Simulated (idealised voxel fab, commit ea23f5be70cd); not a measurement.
Documented hereafter: the process module known as voxel self aligned contacts.
The figure presents cross-section cut, which has a width of 205 nm and is divided into square cells with an edge length of 5 nm.
For the purposes of this document, a cross-section shall be understood as a grid of square cells, specified as bands listed in top-to-bottom order, each band consisting of one or more rows of cells.
The band entry comprises the height of the band's top followed by the height of its bottom, expressed in nm, and subsequently the band's materials from left to right, each stated together with its width in nm. Where a single material is marked with the word "everywhere", that material fills the band from edge to edge. The word "air" represents empty space.
The reference from which all heights are counted is 0, the level beneath which the as-received wafer is entirely one material; the lowest band, having no lower bound, proceeds downward and is written after the example "from 0 down".
The two numbers in a width such as "30 to 40" mark its ends across the band: the first belongs to the top row of cells, the second to the bottom row, and from each row to the next the width moves by the same amount.
The cross-section has no changed cell in any step marked "remained the same".
The entry titled "Sealed void inventory" provides the empty spaces that have no open way to the top, restricted to those of 8 cells or more. Each is presented as width x height at distance, the distance being measured from the left edge, with all three in nm.
Text after the settings on a step's line: the simulator's own remark on that step.
For masked steps, "overlay nm" on the step line gives how far right of plan the mask actually lay; a minus sign means it lay to the left.
Plan
1,RECEIVE: material Si
2,OXIDIZE: depth nm 5
3,DIRECTIONAL_DEP: material polySi, thk nm 30
4,DIRECTIONAL_DEP: material SiN, thk nm 20
5,MASKED_ETCH: tone cover, mask id GATE, width nm 25, pitch nm 60, etch materials SiN, depth nm 20, overlay nm 0
6,MASKED_ETCH: tone cover, mask id GATE, width nm 25, pitch nm 60, etch materials polySi, depth nm 30, overlay nm 0
7,CONFORMAL_DEP: material SiN, thk nm 5
8,DIRECTIONAL_ETCH: etch materials SiN, depth nm 5
9,FILL_DEP: material SiO2, thk nm 20
10,CMP: height nm 60
11,PATTERN: tone open, mask id CONTACT, material resist, width nm 45, thk nm 20, overlay nm 0
12,DIRECTIONAL_ETCH: etch materials SiO2, depth nm 65
13,STRIP: etch materials resist
14,CONFORMAL_DEP: material TiN, thk nm 5
15,FILL_DEP: material W, thk nm 5
16,CMP: height nm 60
17,CONFORMAL_DEP: material SiN, thk nm 5
Cross-section: wafer on arrival = after step 1
    from 0 down = Si everywhere
    Sealed void inventory: none
Cross-section, first of two wafers, end of module, run as planned
    from 65 to 60 = SiN everywhere
    from 60 to 50 = 80 SiO2, then 5 to 15 TiN, then 35 to 15 W, then 5 to 15 TiN, then 80 SiO2
    from 50 to 30 = 55 SiO2, then 35 SiN, then 5 TiN, then 15 W, then 5 TiN, then 35 SiN, then 55 SiO2
    from 30 to 0 = 55 SiO2, then 5 SiN, then 25 polySi, then 5 SiN, then 5 TiN, then 15 W, then 5 TiN, then 5 SiN, then 25 polySi, then 5 SiN, then 55 SiO2
    from 0 to -5 = 90 SiO2, then 25 TiN, then 90 SiO2
    from -5 down = Si everywhere
    Sealed void inventory: none
Wafer two, end of module, cross-section. Same start, same plan as wafer one. One mistake in the run
    from 65 to 60 = SiN everywhere
    from 60 to 50 = 80 SiO2, then 5 TiN, then 35 to 15 W, then 5 to 25 TiN, then 80 SiO2
    from 50 to 35 = 45 SiO2, then 35 SiN, then 5 TiN, then 15 W, then 5 TiN, then 35 SiN, then 65 SiO2
    from 35 to 30 = 45 SiO2, then 35 SiN, then 15 TiN, then 5 W, then 5 TiN, then 35 SiN, then 65 SiO2
    from 30 to 0 = 45 SiO2, then 5 SiN, then 35 polySi, then 5 SiN, then 5 TiN, then 5 W, then 5 TiN, then 5 SiN, then 35 polySi, then 5 SiN, then 55 SiO2
    from 0 to -5 = 90 SiO2, then 15 TiN, then 100 SiO2
    from -5 down = Si everywhere
    Sealed void inventory: none
What broke from the plan during processing? note that step 5 departed from the planned setting and was carried out as MASKED_ETCH: tone cover, mask id GATE, width nm 25, pitch nm 60, etch materials SiN, depth nm 20, overlay nm -10
Bottom line after processing is that, in cells, the second wafer is up or down on some materials versus the first: -10 SiO2 | -14 W | +24 polySi
